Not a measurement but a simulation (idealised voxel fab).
Herein follows the process module entitled voxel gate over fins.
In the cross-section labelled cut, the width is 200 nm and each square cell is 5 nm.
A cross-section is a grid of square cells, given in bands from the top down. A band is one or more rows of cells. For a band, the entry starts with two heights in nm, that of the top and then that of the bottom, and carries on with the band's materials in order from left to right, each alongside its width in nm; the word "edge to edge" beside a single material means it fills the band edge to edge, and "empty" means empty space. We count height from 0. Below that, the starting wafer is all one material. The lowest band never ends at the bottom but goes on down; see "0 -> down" for how that is written. Graded width ("30 to 40"): value in top row of band = first number; value in bottom row = second number; row-to-row change constant. No cell of the cross-section changed in a step that is given as "no alteration". Any empty space of 8 cells or more lacking an open way to the top shows up in "Voids, enclosed" as width x height at distance, distance from the left edge, in nm. That trailing text on a step's line, after the settings, is the simulator's own remark on the step. "overlay nm" denotes, for a step that has a mask, the displacement of the mask to the right of its planned place, with negative values corresponding to the left.

INTENDED PROCESS STEPS
| 1 | RECEIVE,material Si |
| 2 | CONFORMAL_DEP,material SiN,thk nm 10 |
| 3 | PATTERN,tone cover,mask id FINS,material resist,width nm 15,pitch nm 60,thk nm 15,overlay nm 0 |
| 4 | DIRECTIONAL_ETCH,etch materials SiN,depth nm 10 |
| 5 | DIRECTIONAL_ETCH,etch materials Si,depth nm 35 |
| 6 | STRIP,etch materials resist |
| 7 | FILL_DEP,material SiO2,thk nm 5 |
| 8 | CMP,height nm 10 |
| 9 | DIRECTIONAL_DEP,material aC,thk nm 15 |
| 10 | PATTERN,tone open,mask id RAIL,material resist,width nm 15,thk nm 30,overlay nm 0 |
| 11 | DIRECTIONAL_ETCH,etch materials aC,depth nm 15 |
| 12 | STRIP,etch materials resist |
| 13 | DIRECTIONAL_ETCH,etch materials SiO2,depth nm 40 |
| 14 | STRIP,etch materials aC |
| 15 | CONFORMAL_DEP,material TiN,thk nm 5 |
| 16 | FILL_DEP,material W,thk nm 5 |
| 17 | CMP,height nm 10 |
| 18 | SELECTIVE_ETCH,etch materials W Ru TiN,depth nm 30 |
| 19 | FILL_DEP,material SiO2,thk nm 5 |
| 20 | CMP,height nm 10 |
| 21 | SELECTIVE_ETCH,etch materials SiO2,depth nm 25 |
| 22 | STRIP,etch materials SiN |
| 23 | CONFORMAL_DEP,material HfO2,thk nm 5 |
| 24 | CONFORMAL_DEP,material TiN,thk nm 5 |
| 25 | CONFORMAL_DEP,material TiAl,thk nm 5 |
| 26 | CONFORMAL_DEP,material TiN,thk nm 5 |
| 27 | FILL_DEP,material W,thk nm 15 |
| 28 | CMP,height nm 30 |
| 29 | CONFORMAL_DEP,material SiCN,thk nm 5 |

RECEIVED-STATE CROSS-SECTION, REFLECTING COMPLETION OF STEP 1
> 0 -> down  Si edge to edge
> Voids, enclosed: none

END STATE OF THE MODULE IN CROSS-SECTION, GIVEN THE ABOVE STARTING POINT AND PLAN AND ONE MISTAKE IN EXECUTION
> 35 -> 30  SiCN edge to edge
> 30 -> 20  W edge to edge
> 20 -> 15  45 of W | 55 of TiN | 5 of W | 55 of TiN | 40 of W
> 15 -> 10  45 of W | 5 of TiN | 45 of TiAl | 5 of TiN | 5 of W | 5 of TiN | 45 of TiAl | 5 of TiN | 40 of W
> 10 -> 5  45 of W | 5 of TiN | 5 of TiAl | 35 of TiN | 5 of TiAl | 5 of TiN | 5 of W | 5 of TiN | 5 of TiAl | 35 of TiN | 5 of TiAl | 5 of TiN | 40 of W
> 5 -> 0  50 of TiN | 5 of TiAl | 5 of TiN | 25 of HfO2 | 5 of TiN | 5 of TiAl | 15 of TiN | 5 of TiAl | 5 of TiN | 25 of HfO2 | 5 of TiN | 5 of TiAl | 45 of TiN
> 0 -> -5  55 of TiAl | 5 of TiN | 5 of HfO2 | 15 of Si | 5 of HfO2 | 5 of TiN | 25 of TiAl | 5 of TiN | 5 of HfO2 | 15 of Si | 5 of HfO2 | 5 of TiN | 50 of TiAl
> -5 -> -10  60 of TiN | 5 of HfO2 | 15 of Si | 5 of HfO2 | 35 of TiN | 5 of HfO2 | 15 of Si | 5 of HfO2 | 55 of TiN
> -10 -> -15  65 of HfO2 | 15 of Si | 45 of HfO2 | 15 of Si | 60 of HfO2
> -15 -> -20  65 of SiO2 | 15 of Si | 45 of SiO2 | 15 of Si | 60 of SiO2
> -20 -> -25  65 of SiO2 | 15 of Si | 10 of SiO2 | 5 of TiN | 5 of W | 5 of TiN | 20 of SiO2 | 15 of Si | 60 of SiO2
> -25 -> -30  65 of SiO2 | 15 of Si | 10 of SiO2 | 15 of TiN | 20 of SiO2 | 15 of Si | 60 of SiO2
> -30 -> -35  65 of SiO2 | 15 of Si | 45 of SiO2 | 15 of Si | 60 of SiO2
> -35 -> down  Si edge to edge
> Voids, enclosed: none
What was the processing mistake? step 3 did not happen as planned, as run it was PATTERN,tone cover,mask id FINS,material resist,width nm 15,pitch nm 60,thk nm 15,overlay nm 5
